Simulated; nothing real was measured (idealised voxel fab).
The following process module bears the name voxel gate over fins.
This is section cut - it's 240 nm across, gridded in 5 nm square cells.
When this document writes out a cross-section, it uses a grid of square cells and lists it as bands, beginning at the top and moving down, with a band standing for one or more rows of cells. A band entry consists of two parts. The first gives the height of the band's top and the height of its bottom, in nm. The rest lists the band's materials from left to right, each with its width in nm. A single material labelled with the word "everywhere" fills the band from edge to edge, and the word "empty" marks empty space. Basically, 0 is our baseline, since under it the wafer straight out of the box is all one material. The bottom band has no lower end and keeps on going down, so it looks like "z 0 and below". Per-row width for "30 to 40": begins at first number (top row of band), ends at second number (bottom row), increment between rows held constant. The cross-section has no changed cell in any step marked "no change". Basically, "Sealed void inventory" tells you about the enclosed voids: empty spaces with no open way to the top, 8 cells or bigger, each written width x height at distance, where distance is from the left edge, all in nm. Formally, on a step line, whatever follows the settings is a remark that the simulator itself makes on the step. Steps that use a mask can have "overlay nm" on their line. It says how far the mask sat to the right of where it was meant to be. Negative means to the left.

Planned process steps:
1 RECEIVE [material Si]
2 CONFORMAL_DEP [material SiN] [thk nm 5]
3 PATTERN [tone cover] [mask id FINS] [material resist] [width nm 15] [pitch nm 50] [thk nm 15] [overlay nm 0]
4 DIRECTIONAL_ETCH [etch materials SiN] [depth nm 5]
5 DIRECTIONAL_ETCH [etch materials Si] [depth nm 30]
6 STRIP [etch materials resist]
7 OXIDIZE [depth nm 5]
8 FILL_DEP [material SiO2] [thk nm 5]
9 CMP [height nm 5]
10 MASKED_ETCH [tone open] [mask id RAIL] [width nm 15] [etch materials SiO2] [depth nm 30] [overlay nm -15]
11 CONFORMAL_DEP [material TiN] [thk nm 5]
12 FILL_DEP [material W] [thk nm 10]
13 CMP [height nm 5]
14 SELECTIVE_ETCH [etch materials W Ru TiN] [depth nm 20]
15 FILL_DEP [material SiO2] [thk nm 5]
16 CMP [height nm 5]
17 SELECTIVE_ETCH [etch materials SiO2] [depth nm 15]
18 STRIP [etch materials SiN]
19 CONFORMAL_DEP [material HfO2] [thk nm 5]
20 CONFORMAL_DEP [material TiN] [thk nm 5]
21 FILL_DEP [material W] [thk nm 15]
22 CMP [height nm 20]
23 CONFORMAL_DEP [material SiN] [thk nm 5]
It is noted that the wafers described herein are identical at the outset and are distinguished by the overlay nm of step 10; the value stated in the plan corresponds to the first wafer.

First wafer of several, as received: cross-section after step 1:
* z 0 and below  Si everywhere
* Sealed void inventory: none

Wafer rows, end of module: cells per material gained (+) or lost (-) since receipt; closed voids last:
overlay nm -15 | +56 HfO2 | -322 Si | +48 SiN | +226 SiO2 | +60 TiN | +172 W | Sealed void inventory: none
overlay nm -10 | +56 HfO2 | -322 Si | +48 SiN | +224 SiO2 | +61 TiN | +173 W | Sealed void inventory: none
overlay nm -5 | +56 HfO2 | -322 Si | +48 SiN | +224 SiO2 | +61 TiN | +173 W | Sealed void inventory: none
overlay nm 0 | +56 HfO2 | -322 Si | +48 SiN | +224 SiO2 | +61 TiN | +173 W | Sealed void inventory: none
overlay nm 5 | +56 HfO2 | -322 Si | +48 SiN | +224 SiO2 | +61 TiN | +173 W | Sealed void inventory: none
overlay nm 10 | +56 HfO2 | -322 Si | +48 SiN | +224 SiO2 | +61 TiN | +173 W | Sealed void inventory: none
overlay nm 15 | +56 HfO2 | -322 Si | +48 SiN | +226 SiO2 | +60 TiN | +172 W | Sealed void inventory: none
